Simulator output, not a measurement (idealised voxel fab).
process module | voxel self aligned contacts
cross-section cut | 260 nm wide | cells 5 nm
A cross-section is a grid of square cells, given in bands from the top down. A band is one or more rows of cells.
Each band's line starts with the height of the band's top and of its bottom, in nm. Then come its materials from left to right, each with its width in nm. One material with "throughout" fills the band from edge to edge. "air" is empty space.
Height 0 is the level under which the wafer as received is all one material. The lowest band goes on downwards, as in "0 down".
A width such as "30 to 40" changes by the same amount from each row of cells to the next, from the band's top row to its bottom row.
"no change" after a step means that no cell of the cross-section changed.
closed voids: empty space of 8 cells or more with no open way to the top, each as width x height at its distance from the left edge, in nm
after a step's settings: what the simulator itself notes on the step
overlay nm, on a step with a mask: how far to the right of its planned place the mask lay; to the left if negative
plan
1 op RECEIVE | material Si
2 op CONFORMAL_DEP | material SiO2 | thk nm 5
3 op DIRECTIONAL_DEP | material polySi | thk nm 30
4 op DIRECTIONAL_DEP | material SiN | thk nm 25
5 op MASKED_ETCH | tone cover | mask id GATE | width nm 30 | pitch nm 75 | etch materials SiN | depth nm 25 | overlay nm 0
6 op MASKED_ETCH | tone cover | mask id GATE | width nm 30 | pitch nm 75 | etch materials polySi | depth nm 30 | overlay nm 0
7 op CONFORMAL_DEP | material SiN | thk nm 10
8 op DIRECTIONAL_ETCH | etch materials SiN | depth nm 10
9 op FILL_DEP | material SiO2 | thk nm 15
10 op CMP | height nm 65
11 op MASKED_ETCH | tone open | mask id CONTACT | width nm 55 | etch materials SiO2 | depth nm 65 | overlay nm 0
12 op CONFORMAL_DEP | material TiN | thk nm 5
13 op FILL_DEP | material W | thk nm 5
14 op CMP | height nm 65
15 op CONFORMAL_DEP | material SiN | thk nm 5
as received, after step 1
  0 down: Si throughout
  closed voids: none
a wafer at the end: this start, this plan, one mistake
  70 to 65: SiN throughout
  65 to 60: SiO2 95 | TiN 25 | W 15 | TiN 25 | SiO2 100
  60 to 35: SiO2 65 | SiN 50 | TiN 5 | W 15 | TiN 5 | SiN 50 | SiO2 70
  35 to 5: SiO2 65 | SiN 10 | polySi 30 | SiN 10 | TiN 5 | W 15 | TiN 5 | SiN 10 | polySi 30 | SiN 10 | SiO2 70
  5 to 0: SiO2 115 | TiN 25 | SiO2 120
  0 down: Si throughout
  closed voids: none
what went wrong: step 11 ran as: op MASKED_ETCH | tone open | mask id CONTACT | width nm 65 | etch materials SiO2 | depth nm 65 | overlay nm 0
